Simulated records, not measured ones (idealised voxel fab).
This section sets out a process module, namely voxel plated lines.
Shown is cross-section cut, with a width of 195 nm and square cells of size 5 nm.
How to read a cross-section here: the picture is a grid of square cells, written as bands going from the top down, and any band can span one or more rows of cells. Read a band's entry like this: the first values are the height of its top and the height of its bottom in nm, and what follows is the sequence of materials from left to right, each with its width in nm. Note that "empty" is empty space, and that a single material marked "all across" reaches across the band from edge to edge. Convention: height 0 is the level below which the wafer, as received, is all one material. The lowest band does not terminate at the bottom but continues downward, represented as "0 nm and below". Note: "30->40" means the width goes from the first number (top row of the band) to the second number (bottom row) in equal steps per row of cells. Reading "everything unchanged" for a step: not a cell of the cross-section changed in it. Basically, "Completely enclosed voids" tells you about the enclosed voids: empty spaces with no open way to the top, 8 cells or bigger, each written width x height at distance, where distance is from the left edge, all in nm. On each step's line, the part that comes after the settings is the simulator's own comment on the step. overlay nm: mask offset rightward from planned place, masked step; negative means leftward offset.
Planned step list for the process:
| 1 | RECEIVE,material Si |
| 2 | CONFORMAL_DEP,material SiN,thk nm 10 |
| 3 | DIRECTIONAL_DEP,material TiN,thk nm 5 |
| 4 | PATTERN,tone open,mask id LINES,material resist,width nm 15,pitch nm 35,thk nm 35,overlay nm 0 |
| 5 | EPI,material Ru,thk nm 10 |
| 6 | EPI,material Ru,thk nm 5 |
| 7 | EPI,material Ru,thk nm 10 |
| 8 | STRIP,etch materials resist |
| 9 | DIRECTIONAL_ETCH,etch materials TiN,depth nm 5 |
| 10 | CONFORMAL_DEP,material SiCN,thk nm 5 |
So, the first of our two wafers, run just as we planned it:
As received, after step 1:
	0 nm and below | Si all across
	Completely enclosed voids: none
Cross-section: wafer state after step 2:
	10 nm to 0 nm | SiN all across
	Nothing below the height 0 has changed.
Cross-section: wafer state after step 3:
	15 nm to 10 nm | TiN all across
	Nothing below the height 10 has changed.
Cross-section: wafer state after step 4:
	50 nm to 15 nm | resist 70 | empty 15 | resist 20 | empty 15 | resist 75
	Nothing below the height 15 has changed.
Cross-section: wafer state after step 5:
	50 nm to 25 nm | resist 70 | empty 15 | resist 20 | empty 15 | resist 75
	25 nm to 15 nm | resist 70 | Ru 15 | resist 20 | Ru 15 | resist 75
	Nothing below the height 15 has changed.
Cross-section: wafer state after step 6:
	50 nm to 30 nm | resist 70 | empty 15 | resist 20 | empty 15 | resist 75
	30 nm to 15 nm | resist 70 | Ru 15 | resist 20 | Ru 15 | resist 75
	Nothing below the height 15 has changed.
Cross-section: wafer state after step 7:
	50 nm to 40 nm | resist 70 | empty 15 | resist 20 | empty 15 | resist 75
	40 nm to 15 nm | resist 70 | Ru 15 | resist 20 | Ru 15 | resist 75
	Nothing below the height 15 has changed.
Cross-section: wafer state after step 8:
	40 nm to 15 nm | empty 70 | Ru 15 | empty 20 | Ru 15 | empty 75
	Nothing below the height 15 has changed.
Cross-section: wafer state after step 9:
	40 nm to 15 nm | empty 70 | Ru 15 | empty 20 | Ru 15 | empty 75
	15 nm to 10 nm | empty 70 | TiN 15 | empty 20 | TiN 15 | empty 75
	Nothing below the height 10 has changed.
Cross-section: wafer state after step 10:
	45 nm to 40 nm | empty 65 | SiCN 25 | empty 10 | SiCN 25 | empty 70
	40 nm to 15 nm | empty 65 | SiCN 5 | Ru 15 | SiCN 5 | empty 10 | SiCN 5 | Ru 15 | SiCN 5 | empty 70
	15 nm to 10 nm | SiCN 70 | TiN 15 | SiCN 20 | TiN 15 | SiCN 75
	Nothing below the height 10 has changed.
For the second wafer, take the first wafer's start and plan, then add one mistake made in running it; everything through step 9, that step included, is shared with the first:
Second wafer, cut view, end of step 10 per plan:
	45 nm to 40 nm | empty 65 | SiN 25 | empty 10 | SiN 25 | empty 70
	40 nm to 15 nm | empty 65 | SiN 5 | Ru 15 | SiN 5 | empty 10 | SiN 5 | Ru 15 | SiN 5 | empty 70
	15 nm to 10 nm | SiN 70 | TiN 15 | SiN 20 | TiN 15 | SiN 75
	Nothing below the height 10 has changed.
The mistake made against the process plan was this: step 10 ran differently from the plan; actual operation with settings: CONFORMAL_DEP,material SiN,thk nm 5
At the finish, the second wafer shows more or fewer cells for some materials than the first does: SiCN: 63 fewer | SiN: 63 more
